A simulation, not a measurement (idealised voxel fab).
Process module under the name voxel gate over fins
Cross-section cut spans 255 nm and uses square cells 5 nm in size.
Cross-section spec: square-cell grid; bands listed top down; each band is one or more rows. Band entry format. Leading values: height of top, height of bottom, nm. Remainder: materials in left-to-right order, each with its width in nm. Special words: "throughout" on a single material, which then fills the band edge to edge; "empty", empty space. Height datum 0, below which the as-received substrate wafer is one material. Lowest band open at the bottom, running downward: "z 0 and below". Width "30->40": first value at the band's top row of cells, second value at its bottom row, equal change from row to row. "no change occurred" means the step left every cell of the cross-section as it was. "Cavities, closed" lists enclosed empty spaces (at least 8 cells, no open path upward to the top), each as width x height at distance from the left edge, in nm. Anything after a step's settings on that line? It's the simulator's own note about the step. overlay nm: how far to the right of its planned place the mask lay on this masked step (negative: to the left).
**Planned process steps**
| 1 | RECEIVE: material Si |
| 2 | CONFORMAL_DEP: material SiN, thk nm 5 |
| 3 | DIRECTIONAL_DEP: material aC, thk nm 15 |
| 4 | PATTERN: tone cover, mask id FINS, material resist, width nm 15, pitch nm 50, thk nm 30, overlay nm 0 |
| 5 | DIRECTIONAL_ETCH: etch materials aC, depth nm 15 |
| 6 | STRIP: etch materials resist |
| 7 | DIRECTIONAL_ETCH: etch materials SiN, depth nm 5 |
| 8 | DIRECTIONAL_ETCH: etch materials Si, depth nm 40 |
| 9 | STRIP: etch materials aC |
| 10 | OXIDIZE: depth nm 5 |
| 11 | FILL_DEP: material SiO2, thk nm 15 |
| 12 | CMP: height nm 5 |
| 13 | PATTERN: tone open, mask id RAIL, material resist, width nm 15, thk nm 15, overlay nm 0 |
| 14 | DIRECTIONAL_ETCH: etch materials SiO2, depth nm 40 |
| 15 | STRIP: etch materials resist |
| 16 | CONFORMAL_DEP: material TiN, thk nm 5 |
| 17 | FILL_DEP: material Ru, thk nm 10 |
| 18 | CMP: height nm 5 |
| 19 | SELECTIVE_ETCH: etch materials W Ru TiN, depth nm 25 |
| 20 | FILL_DEP: material SiO2, thk nm 5 |
| 21 | CMP: height nm 5 |
| 22 | SELECTIVE_ETCH: etch materials SiO2, depth nm 15 |
| 23 | STRIP: etch materials SiN |
| 24 | CONFORMAL_DEP: material HfO2, thk nm 5 |
| 25 | CONFORMAL_DEP: material TiN, thk nm 5 |
| 26 | CONFORMAL_DEP: material TiAl, thk nm 5 |
| 27 | CONFORMAL_DEP: material TiN, thk nm 5 |
| 28 | FILL_DEP: material W, thk nm 10 |
| 29 | CMP: height nm 25 |
| 30 | CONFORMAL_DEP: material SiN, thk nm 5 |
**Delivered wafer in cross-section: state after step 1**
    z 0 and below | Si throughout
    Cavities, closed: none
**Looking at the first of two wafers in cross-section at end of module - ran to plan**
    z 30 to 25 | SiN throughout
    z 25 to 20 | W throughout
    z 20 to 15 | W=55  TiN=45  W=5  TiN=45  W=5  TiN=45  W=55
    z 15 to 10 | W=55  TiN=5  TiAl=35  TiN=5  W=5  TiN=5  TiAl=35  TiN=5  W=5  TiN=5  TiAl=35  TiN=5  W=55
    z 10 to 5 | TiN=60  TiAl=5  TiN=25  TiAl=5  TiN=15  TiAl=5  TiN=25  TiAl=5  TiN=15  TiAl=5  TiN=25  TiAl=5  TiN=60
    z 5 to 0 | TiAl=65  TiN=5  HfO2=15  TiN=5  TiAl=25  TiN=5  HfO2=15  TiN=5  TiAl=25  TiN=5  HfO2=15  TiN=5  TiAl=65
    z 0 to -5 | TiN=70  HfO2=5  Si=5  HfO2=5  TiN=35  HfO2=5  Si=5  HfO2=5  TiN=35  HfO2=5  Si=5  HfO2=5  TiN=70
    z -5 to -10 | HfO2=75  Si=5  HfO2=45  Si=5  HfO2=45  Si=5  HfO2=75
    z -10 to -20 | SiO2=75  Si=5  SiO2=45  Si=5  SiO2=45  Si=5  SiO2=75
    z -20 to -30 | SiO2=75  Si=5  SiO2=15  TiN=5  Ru=5  TiN=5  SiO2=15  Si=5  SiO2=45  Si=5  SiO2=75
    z -30 to -35 | SiO2=75  Si=5  SiO2=15  TiN=15  SiO2=15  Si=5  SiO2=45  Si=5  SiO2=75
    z -35 to -45 | SiO2=75  Si=5  SiO2=45  Si=5  SiO2=45  Si=5  SiO2=75
    z -45 and below | Si throughout
    Cavities, closed: none
**Cross-section, wafer two of two, end of module: same start and plan as wafer one, one error in execution**
    z 30 to 25 | SiN throughout
    z 25 to 20 | W throughout
    z 20 to 15 | W=55  TiN=45  W=5  TiN=45  W=5  TiN=45  W=55
    z 15 to 10 | W=55  TiN=5  TiAl=35  TiN=5  W=5  TiN=5  TiAl=35  TiN=5  W=5  TiN=5  TiAl=35  TiN=5  W=55
    z 10 to 5 | TiN=60  TiAl=5  TiN=25  TiAl=5  TiN=15  TiAl=5  TiN=25  TiAl=5  TiN=15  TiAl=5  TiN=25  TiAl=5  TiN=60
    z 5 to 0 | TiAl=65  TiN=5  HfO2=15  TiN=5  TiAl=25  TiN=5  HfO2=15  TiN=5  TiAl=25  TiN=5  HfO2=15  TiN=5  TiAl=65
    z 0 to -5 | TiN=70  HfO2=5  Si=5  HfO2=5  TiN=35  HfO2=5  Si=5  HfO2=5  TiN=35  HfO2=5  Si=5  HfO2=5  TiN=70
    z -5 to -10 | HfO2=75  Si=5  HfO2=45  Si=5  HfO2=45  Si=5  HfO2=75
    z -10 to -20 | SiO2=75  Si=5  SiO2=45  Si=5  SiO2=45  Si=5  SiO2=75
    z -20 to -30 | Ru=65  TiN=5  SiO2=5  Si=5  SiO2=5  TiN=10  SiO2=15  TiN=10  SiO2=5  Si=5  SiO2=5  TiN=5  Ru=25  TiN=5  SiO2=5  Si=5  SiO2=5  TiN=5  Ru=65
    z -30 to -35 | TiN=70  SiO2=5  Si=5  SiO2=5  TiN=10  SiO2=15  TiN=10  SiO2=5  Si=5  SiO2=5  TiN=35  SiO2=5  Si=5  SiO2=5  TiN=70
    z -35 to -45 | SiO2=75  Si=5  SiO2=45  Si=5  SiO2=45  Si=5  SiO2=75
    z -45 and below | Si throughout
    Cavities, closed: none
Error vs. plan: rather than as planned, step 13 actually ran as PATTERN: tone cover, mask id RAIL, material resist, width nm 15, thk nm 15, overlay nm 0
Count the cells at the end and the second wafer has more or fewer of some materials than the first: Ru: 60 more | SiO2: 108 fewer | TiN: 48 more
